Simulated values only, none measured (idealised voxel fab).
Documented hereafter: the process module known as voxel capacitor over wiring.
The cross-section on display is named cut; it measures 230 nm wide, and its cells are 5 nm squares.
This document writes a cross-section as a grid whose cells are square, and gives it as bands, listed from the top down; one or more rows of cells form a band.
Read a band's entry like this: the first values are the height of its top and the height of its bottom in nm, and what follows is the sequence of materials from left to right, each with its width in nm. Note that "blank" is empty space, and that a single material marked "all across" reaches across the band from edge to edge.
Heights are expressed relative to 0, this being the level below which the as-received wafer comprises one material exclusively. The lowest band is unbounded in the downward direction and is denoted as in "top 0, no bottom".
Note: "30..40" means the width goes from the first number (top row of the band) to the second number (bottom row) in equal steps per row of cells.
Take "all unchanged" at face value: in the step it is given for, the cross-section changed in none of its cells.
Closed empty spaces (no open way to the top) of 8 cells or more are what "Sealed cavities" lists, each as width x height at distance from the left edge, nm for all three.
What comes after the settings on a step's line is commentary from the simulator itself on that step.
overlay nm: for a step with a mask, the amount by which the mask lay right of where it was planned; a negative amount means left of it.
# The following list gives the planned process steps
| 1 | RECEIVE: material Si |
| 2 | CONFORMAL_DEP: material SiO2, thk nm 15 |
| 3 | DIRECTIONAL_DEP: material TiN, thk nm 5 |
| 4 | DIRECTIONAL_DEP: material Ru, thk nm 15 |
| 5 | PATTERN: tone cover, mask id METAL_1, material resist, width nm 25, pitch nm 80, thk nm 20, overlay nm 0 |
| 6 | DIRECTIONAL_ETCH: etch materials Ru, depth nm 15 |
| 7 | DIRECTIONAL_ETCH: etch materials TiN, depth nm 5 |
| 8 | STRIP: etch materials resist |
| 9 | FILL_DEP: material lowk, thk nm 10 |
| 10 | CMP: height nm 35 |
| 11 | CONFORMAL_DEP: material SiCN, thk nm 5 |
| 12 | DIRECTIONAL_DEP: material lowk, thk nm 20 |
| 13 | DIRECTIONAL_DEP: material aC, thk nm 10 |
| 14 | PATTERN: tone open, mask id PLUG_1, material resist, width nm 15, thk nm 30, overlay nm 0 |
| 15 | DIRECTIONAL_ETCH: etch materials aC, depth nm 10 |
| 16 | STRIP: etch materials resist |
| 17 | DIRECTIONAL_ETCH: etch materials lowk, depth nm 20 |
| 18 | DIRECTIONAL_ETCH: etch materials SiCN, depth nm 5 |
| 19 | STRIP: etch materials aC |
| 20 | CONFORMAL_DEP: material TiN, thk nm 5 |
| 21 | FILL_DEP: material Ru, thk nm 5 |
| 22 | CMP: height nm 60 |
| 23 | DIRECTIONAL_DEP: material TiN, thk nm 10 |
| 24 | DIRECTIONAL_DEP: material Al2O3, thk nm 5 |
| 25 | DIRECTIONAL_DEP: material TiN, thk nm 5 |
| 26 | MASKED_ETCH: tone cover, mask id UPPER_PLATE, width nm 60, etch materials TiN, depth nm 5, overlay nm 0 |
| 27 | MASKED_ETCH: tone cover, mask id UPPER_PLATE, width nm 60, etch materials Al2O3, depth nm 5, overlay nm 0 |
| 28 | MASKED_ETCH: tone cover, mask id LOWER_PLATE, width nm 70, etch materials TiN, depth nm 10, overlay nm 0 |
| 29 | FILL_DEP: material SiO2, thk nm 15 |
| 30 | CMP: height nm 90 |
| 31 | DIRECTIONAL_DEP: material aC, thk nm 10 |
| 32 | PATTERN: tone open, mask id PLUG_2, material resist, width nm 15, thk nm 25, overlay nm 0 |
| 33 | DIRECTIONAL_ETCH: etch materials aC, depth nm 10 |
| 34 | STRIP: etch materials resist |
| 35 | DIRECTIONAL_ETCH: etch materials SiO2, depth nm 10 |
| 36 | STRIP: etch materials aC |
| 37 | CONFORMAL_DEP: material TiN, thk nm 5 |
| 38 | FILL_DEP: material Ru, thk nm 5 |
| 39 | CMP: height nm 90 |
| 40 | CONFORMAL_DEP: material SiCN, thk nm 5 |
# Here's what the wafer looked like in cross-section when it arrived - that's after step 1
	top 0, no bottom | Si all across
	Sealed cavities: none
# The module was run from the start shown above using the plan shown above, but one mistake was made doing it; the resulting wafer cross-section is below
	top 95, bottom 90 | SiCN all across
	top 90, bottom 85 | 80 SiO2  5 TiN  5 Ru  5 TiN  135 SiO2
	top 85, bottom 80 | 80 SiO2  15 TiN  135 SiO2
	top 80, bottom 75 | SiO2 all across
	top 75, bottom 70 | 70 SiO2  60 Al2O3  100 SiO2
	top 70, bottom 60 | 65 SiO2  70 TiN  95 SiO2
	top 60, bottom 40 | 70 lowk  5 TiN  5 Ru  5 TiN  145 lowk
	top 40, bottom 35 | 70 SiCN  15 TiN  145 SiCN
	top 35, bottom 20 | 60 lowk  25 Ru  55 lowk  25 Ru  65 lowk
	top 20, bottom 15 | 60 lowk  25 TiN  55 lowk  25 TiN  65 lowk
	top 15, bottom 0 | SiO2 all across
	top 0, no bottom | Si all across
	Sealed cavities: none
Which mistake was made when the wafer was run? with respect to the plan, step 25 was omitted and not executed
